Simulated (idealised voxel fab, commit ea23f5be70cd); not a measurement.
The following process module bears the name voxel wiring stack.
Pictured: cross-section cut, 145 nm wide, on a grid of 5 nm square cells.
For the purposes of this document, a cross-section shall be understood as a grid of square cells, specified as bands listed in top-to-bottom order, each band consisting of one or more rows of cells. Quick guide to a band line: top height, bottom height (nm) up front; then every material left to right with its width in nm. Only one material and it's marked "full width"? Then it fills the band edge to edge. And "air" just means empty space. Measure heights from 0. That's the level where, below it, the as-received wafer is all one material. The lowest band is bottomless and extends downward; write it as in "from 0 down". Top row gets the first number, bottom row gets the second, and each row in between changes by the same step: that is how a band width like "30 to 40" works. A step reported as "no change" is a step in which no cell of the cross-section changed. Empty spaces without an open route to the top, at least 8 cells in extent, make up the entry "Sealed voids"; each is given as width x height at distance, where the distance is measured from the left edge, and all are in nm. It should be noted that, on the line of a given step, the content following the step's settings is a remark produced by the simulator itself with respect to that step. "overlay nm" denotes, for a step that has a mask, the displacement of the mask to the right of its planned place, with negative values corresponding to the left.

### plan
| 1 | RECEIVE with material Si |
| 2 | CONFORMAL_DEP with material SiO2, thk nm 15 |
| 3 | DIRECTIONAL_DEP with material TiN, thk nm 5 |
| 4 | DIRECTIONAL_DEP with material W, thk nm 15 |
| 5 | MASKED_ETCH with tone cover, mask id METAL_1, width nm 20, pitch nm 45, etch materials W, depth nm 15, overlay nm 0 |
| 6 | MASKED_ETCH with tone cover, mask id METAL_1, width nm 20, pitch nm 45, etch materials TiN, depth nm 5, overlay nm 0 |
| 7 | FILL_DEP with material lowk, thk nm 5 |
| 8 | CMP with height nm 35 |
| 9 | CONFORMAL_DEP with material SiCN, thk nm 5 |
| 10 | DIRECTIONAL_DEP with material lowk, thk nm 15 |
| 11 | DIRECTIONAL_DEP with material aC, thk nm 15 |
| 12 | PATTERN with tone open, mask id PLUG_1, material resist, width nm 15, thk nm 30, overlay nm 0 |
| 13 | DIRECTIONAL_ETCH with etch materials aC, depth nm 15 |
| 14 | STRIP with etch materials resist |
| 15 | DIRECTIONAL_ETCH with etch materials lowk, depth nm 15 |
| 16 | DIRECTIONAL_ETCH with etch materials SiCN, depth nm 5 |
| 17 | STRIP with etch materials aC |
| 18 | CONFORMAL_DEP with material TiN, thk nm 5 |
| 19 | FILL_DEP with material Ru, thk nm 5 |
| 20 | CMP with height nm 55 |
| 21 | CONFORMAL_DEP with material SiN, thk nm 5 |
| 22 | DIRECTIONAL_DEP with material SiO2, thk nm 15 |
| 23 | PATTERN with tone open, mask id METAL_2, material resist, width nm 20, pitch nm 45, thk nm 20, overlay nm 0 |
| 24 | DIRECTIONAL_ETCH with etch materials SiO2, depth nm 15 |
| 25 | DIRECTIONAL_ETCH with etch materials SiN, depth nm 5 |
| 26 | STRIP with etch materials resist |
| 27 | CONFORMAL_DEP with material TiN, thk nm 5 |
| 28 | FILL_DEP with material Ru, thk nm 10 |
| 29 | CMP with height nm 75 |
| 30 | CONFORMAL_DEP with material SiN, thk nm 5 |

### So this is the incoming wafer in cross-section - it's already been through step 1
* from 0 down | Si full width
* Sealed voids: none

### The plan above was carried out on the starting structure above with one mistake, and this cross-section shows the wafer at the end of the module
* from 80 to 75 | SiN full width
* from 75 to 60 | 40 SiO2, then 5 TiN, then 10 Ru, then 5 TiN, then 25 SiO2, then 5 TiN, then 10 Ru, then 5 TiN, then 40 SiO2
* from 60 to 55 | 40 SiN, then 20 TiN, then 25 SiN, then 20 TiN, then 40 SiN
* from 55 to 40 | 40 lowk, then 5 TiN, then 5 Ru, then 5 TiN, then 90 lowk
* from 40 to 35 | 40 SiCN, then 15 TiN, then 90 SiCN
* from 35 to 20 | 40 lowk, then 20 W, then 25 lowk, then 20 W, then 40 lowk
* from 20 to 5 | SiO2 full width
* from 5 to 0 | TiN full width
* from 0 down | Si full width
* Sealed voids: none
Run error: steps 2 and 3 were swapped
